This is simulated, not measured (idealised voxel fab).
Process module heading - voxel wiring stack
Square cells of 5 nm make up the cross-section cut, whose width is 170 nm.
A cross-section is written here as square cells arranged in a grid, and it is given in bands from the top down, each band taking up one or more rows of cells. This entry defines a band. It first specifies the height of the band's top and the height of its bottom in nm, and then specifies the band's materials from left to right, stating each material with its width in nm. The word "everywhere" identifies a single material that fills the band from edge to edge, while the word "blank" identifies empty space. Zero point of the height axis is 0; under it, received wafer = one material. Lowest band: continues down indefinitely, "z 0 and below". Read "30->40" as a graded width: first number on top, second number at the bottom, same change between each pair of neighbouring rows. Given "same as before" for a step, no cell of the cross-section differs between before and after that step. Empty spaces without an open route to the top, at least 8 cells in extent, make up the entry "Sealed cavities"; each is given as width x height at distance, where the distance is measured from the left edge, and all are in nm. Whatever follows a step's settings on its line is a remark the simulator itself makes about that step. On any step carrying a mask, the "overlay nm" setting, if present on the step's line, tells how far right of its planned place the mask lay; negative values point to the left.
## Steps planned for the process
step 1: RECEIVE: material Si
step 2: CONFORMAL_DEP: material SiO2, thk nm 15
step 3: DIRECTIONAL_DEP: material TiN, thk nm 5
step 4: DIRECTIONAL_DEP: material Ru, thk nm 15
step 5: PATTERN: tone cover, mask id METAL_1, material resist, width nm 25, pitch nm 40, thk nm 15, overlay nm 0
step 6: DIRECTIONAL_ETCH: etch materials Ru, depth nm 15
step 7: DIRECTIONAL_ETCH: etch materials TiN, depth nm 5
step 8: STRIP: etch materials resist
step 9: CONFORMAL_DEP: material SiCN, thk nm 5
step 10: FILL_DEP: material lowk, thk nm 10
step 11: CMP: height nm 35
step 12: CONFORMAL_DEP: material SiCN, thk nm 5
step 13: DIRECTIONAL_DEP: material lowk, thk nm 10
step 14: PATTERN: tone open, mask id PLUG_1, material resist, width nm 15, thk nm 20, overlay nm 0
step 15: DIRECTIONAL_ETCH: etch materials lowk, depth nm 10
step 16: DIRECTIONAL_ETCH: etch materials SiCN, depth nm 5
step 17: STRIP: etch materials resist
step 18: CONFORMAL_DEP: material TiN, thk nm 5
step 19: FILL_DEP: material W, thk nm 10
step 20: CMP: height nm 50
step 21: DIRECTIONAL_DEP: material TiN, thk nm 5
step 22: DIRECTIONAL_DEP: material Ru, thk nm 25
step 23: DIRECTIONAL_DEP: material aC, thk nm 15
step 24: PATTERN: tone cover, mask id METAL_2, material resist, width nm 25, pitch nm 40, thk nm 30, overlay nm 0
step 25: DIRECTIONAL_ETCH: etch materials aC, depth nm 15
step 26: STRIP: etch materials resist
step 27: DIRECTIONAL_ETCH: etch materials Ru, depth nm 25
step 28: DIRECTIONAL_ETCH: etch materials TiN, depth nm 5
step 29: STRIP: etch materials aC
step 30: FILL_DEP: material lowk, thk nm 5
step 31: CMP: height nm 80
step 32: CONFORMAL_DEP: material SiCN, thk nm 5
step 33: DIRECTIONAL_DEP: material SiO2, thk nm 25
step 34: PATTERN: tone open, mask id METAL_3_HOLES, material resist, width nm 15, thk nm 15, overlay nm 0
step 35: DIRECTIONAL_ETCH: etch materials SiO2, depth nm 25
step 36: STRIP: etch materials resist
step 37: PATTERN: tone open, mask id METAL_3, material resist, width nm 25, pitch nm 40, thk nm 15, overlay nm 0
step 38: DIRECTIONAL_ETCH: etch materials SiO2, depth nm 15
step 39: DIRECTIONAL_ETCH: etch materials SiCN, depth nm 5
step 40: STRIP: etch materials resist
step 41: CONFORMAL_DEP: material TiN, thk nm 5
step 42: FILL_DEP: material Cu, thk nm 10
step 43: CMP: height nm 110
step 44: CONFORMAL_DEP: material SiN, thk nm 5
## Cross-section of the wafer as it came to us, i.e., already through step 1
z 0 and below = Si everywhere
Sealed cavities: none
## First of two wafers: cross-section at end of module, run per plan
z 115 to 110 = SiN everywhere
z 110 to 100 = SiO2 50, then TiN 5, then Cu 15, then TiN 5, then SiO2 15, then TiN 5, then Cu 15, then TiN 5, then SiO2 55
z 100 to 95 = SiO2 50, then TiN 5, then Cu 5, then TiN 15, then SiO2 15, then TiN 25, then SiO2 55
z 95 to 85 = SiO2 50, then TiN 5, then Cu 5, then TiN 5, then SiO2 105
z 85 to 80 = SiCN 50, then TiN 15, then SiCN 105
z 80 to 55 = lowk 50, then Ru 25, then lowk 15, then Ru 25, then lowk 55
z 55 to 50 = lowk 50, then TiN 25, then lowk 15, then TiN 25, then lowk 55
z 50 to 40 = lowk 50, then TiN 5, then W 5, then TiN 5, then lowk 105
z 40 to 35 = SiCN 50, then TiN 15, then SiCN 105
z 35 to 20 = lowk 45, then SiCN 5, then Ru 25, then SiCN 5, then lowk 5, then SiCN 5, then Ru 25, then SiCN 5, then lowk 50
z 20 to 15 = SiCN 50, then TiN 25, then SiCN 15, then TiN 25, then SiCN 55
z 15 to 0 = SiO2 everywhere
z 0 and below = Si everywhere
Sealed cavities: none
## Cross-sectional view of the second of two wafers upon completion of the module. This wafer shared its starting condition and process plan with the first; one error was made during its execution
z 115 to 110 = SiN everywhere
z 110 to 100 = SiO2 50, then TiN 5, then Cu 15, then TiN 5, then SiO2 15, then TiN 5, then Cu 15, then TiN 5, then SiO2 55
z 100 to 95 = SiO2 50, then TiN 5, then Cu 5, then TiN 15, then SiO2 15, then TiN 25, then SiO2 55
z 95 to 90 = SiO2 50, then TiN 5, then Cu 5, then TiN 5, then SiO2 105
z 90 to 85 = SiO2 50, then TiN 15, then SiO2 105
z 85 to 80 = aC everywhere
z 80 to 55 = lowk 50, then Ru 25, then lowk 15, then Ru 25, then lowk 55
z 55 to 50 = lowk 50, then TiN 25, then lowk 15, then TiN 25, then lowk 55
z 50 to 40 = lowk 50, then TiN 5, then W 5, then TiN 5, then lowk 105
z 40 to 35 = SiCN 50, then TiN 15, then SiCN 105
z 35 to 20 = lowk 45, then SiCN 5, then Ru 25, then SiCN 5, then lowk 5, then SiCN 5, then Ru 25, then SiCN 5, then lowk 50
z 20 to 15 = SiCN 50, then TiN 25, then SiCN 15, then TiN 25, then SiCN 55
z 15 to 0 = SiO2 everywhere
z 0 and below = Si everywhere
Sealed cavities: none
Want to know what went wrong? step 32, actual vs plan mismatch, actual run CONFORMAL_DEP: material aC, thk nm 5
Wrapping up, a cell-based count of both wafers puts the second over or under the first for these materials: Cu: 1 fewer | SiCN: 31 fewer | TiN: 2 fewer | aC: 34 more
